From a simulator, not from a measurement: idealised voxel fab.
Name of the process module below: voxel spacer lines
Cross-sectional view cut (width: 260 nm; square cell size: 5 nm).
Format of a cross-section: grid, square cells. Given as bands. Order: top down. Band: one or more rows of cells. Within each band entry, the heights of the top and of the bottom of the band appear first, in that order and in nm; the materials of the band then follow from left to right, each with its corresponding width in nm. The designation "throughout" on a single material indicates that it fills the band from edge to edge; the designation "blank" indicates empty space. A quick word on heights: they are counted from 0, and under that level the wafer as it came to us is one material throughout. The lowest band is different from the rest in having no bottom; it simply continues downward, written as in "z 0 and below". Graded width ("30 to 40"): value in top row of band = first number; value in bottom row = second number; row-to-row change constant. "stayed the same" after a step means that no cell of the cross-section changed. What "Sealed internal voids" gives you is every empty space of 8 cells or more that is cut off from the top. Each appears as width x height at distance, with the distance taken from the left edge and width, height and distance all in nm. after a step's settings: what the simulator itself notes on the step. "overlay nm" answers the question of how far to the right of plan the mask lay on a step that has a mask, and when it is negative the answer is to the left.

Below is the list of planned process steps
1 RECEIVE: material Si
2 CONFORMAL_DEP: material Al2O3, thk nm 10
3 DIRECTIONAL_DEP: material SiN, thk nm 10
4 DIRECTIONAL_DEP: material aC, thk nm 25
5 PATTERN: tone cover, mask id MANDREL, material resist, width nm 25, pitch nm 70, thk nm 35, overlay nm 0
6 DIRECTIONAL_ETCH: etch materials aC, depth nm 25
7 STRIP: etch materials resist
8 CONFORMAL_DEP: material SiO2, thk nm 10
9 DIRECTIONAL_ETCH: etch materials SiO2, depth nm 10
10 STRIP: etch materials aC
11 DIRECTIONAL_ETCH: etch materials SiN, depth nm 10
12 STRIP: etch materials SiO2

As-received state of the wafer in cross-section, equivalent to post-step 1
	z 0 and below  Si throughout
	Sealed internal voids: none

Wafer cross-section at end of module: start and plan as shown above, one execution error
	z 15 to 5  35 of blank  10 of SiN  25 of blank  10 of SiN  25 of blank  10 of SiN  25 of blank  10 of SiN  25 of blank  10 of SiN  25 of blank  10 of SiN  40 of blank
	z 5 to 0  Al2O3 throughout
	z 0 and below  Si throughout
	Sealed internal voids: none
Against the plan, the run slipped here: it should be noted that step 2 was executed with settings other than those planned, the operation and settings actually applied being CONFORMAL_DEP: material Al2O3, thk nm 5
